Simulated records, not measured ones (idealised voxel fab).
Process module in this document: voxel ribs on slabs
In the cross-section labelled cut, the width is 160 nm and each square cell is 5 nm.
Heads up, the way a cross-section reads in here is a grid of square cells, handed over as bands from the top down, with every band being one or more rows of cells.
Band: top height; bottom height; in nm. Then, left to right: material with width in nm, for each material. "edge to edge": a single material spanning edge to edge. "blank": empty space.
Below 0: as-received wafer, all one material; heights counted from there. Lowest band: no bottom, goes on down, written "top 0, no bottom".
It should be noted that a width expressed as "30->40" varies in equal increments from row to row of cells within the band, taking the value of the first number at the top row and that of the second number at the bottom row.
"no change" -> step changed no cross-section cell.
"Internal closed voids" means: voids of 8 cells or more that are shut off from the top with no open way through. Written width x height at distance, distance from the left edge, in nm.
Post-settings text on a step line: simulator's own remark regarding the step.
overlay nm: mask right of planned place by this much (step with mask). Neg. = left.
Listed below are the process steps as planned:
- 1: RECEIVE [material Si]
- 2: DIRECTIONAL_DEP [material SiO2] [thk nm 25]
- 3: DIRECTIONAL_DEP [material polySi] [thk nm 20]
- 4: MASKED_ETCH [tone cover] [mask id RIB] [width nm 20] [etch materials polySi] [depth nm 5] [overlay nm 0]
- 5: DIRECTIONAL_DEP [material aC] [thk nm 10]
- 6: PATTERN [tone cover] [mask id SLAB] [material resist] [width nm 50] [thk nm 25] [overlay nm 0]
- 7: DIRECTIONAL_ETCH [etch materials aC] [depth nm 10]
- 8: STRIP [etch materials resist]
- 9: DIRECTIONAL_ETCH [etch materials polySi] [depth nm 15]
- 10: STRIP [etch materials aC]
- 11: FILL_DEP [material SiO2] [thk nm 25]
- 12: CMP [height nm 60]
- 13: DIRECTIONAL_DEP [material TiN] [thk nm 5]
- 14: DIRECTIONAL_DEP [material aC] [thk nm 15]
- 15: PATTERN [tone cover] [mask id HEATER] [material resist] [width nm 30] [thk nm 30] [overlay nm 0]
- 16: DIRECTIONAL_ETCH [etch materials aC] [depth nm 15]
- 17: STRIP [etch materials resist]
- 18: DIRECTIONAL_ETCH [etch materials TiN] [depth nm 5]
- 19: STRIP [etch materials aC]
- 20: CONFORMAL_DEP [material SiN] [thk nm 10]
Delivered wafer in cross-section: state after step 1:
	top 0, no bottom = Si edge to edge
	Internal closed voids: none
First of two wafers: cross-section at end of module, run per plan:
	top 75, bottom 70 = blank 55, SiN 50, blank 55
	top 70, bottom 65 = SiN edge to edge
	top 65, bottom 60 = SiN 65, TiN 30, SiN 65
	top 60, bottom 45 = SiO2 edge to edge
	top 45, bottom 40 = SiO2 70, polySi 20, SiO2 70
	top 40, bottom 25 = SiO2 55, polySi 50, SiO2 55
	top 25, bottom 0 = SiO2 edge to edge
	top 0, no bottom = Si edge to edge
	Internal closed voids: none
Presented here is a cross-section of the second of the two wafers as it stood at the end of the module. It was started in the same manner and assigned the same plan as the first wafer; however, one mistake was made in its execution:
	top 65, bottom 60 = blank 65, TiN 30, blank 65
	top 60, bottom 45 = SiO2 edge to edge
	top 45, bottom 40 = SiO2 70, polySi 20, SiO2 70
	top 40, bottom 25 = SiO2 55, polySi 50, SiO2 55
	top 25, bottom 0 = SiO2 edge to edge
	top 0, no bottom = Si edge to edge
	Internal closed voids: none
Deviation from plan: step 20 in the plan did not get run; it was skipped
The second wafer ends with more or fewer cells of some materials than the first, per final count: SiN: 68 fewer
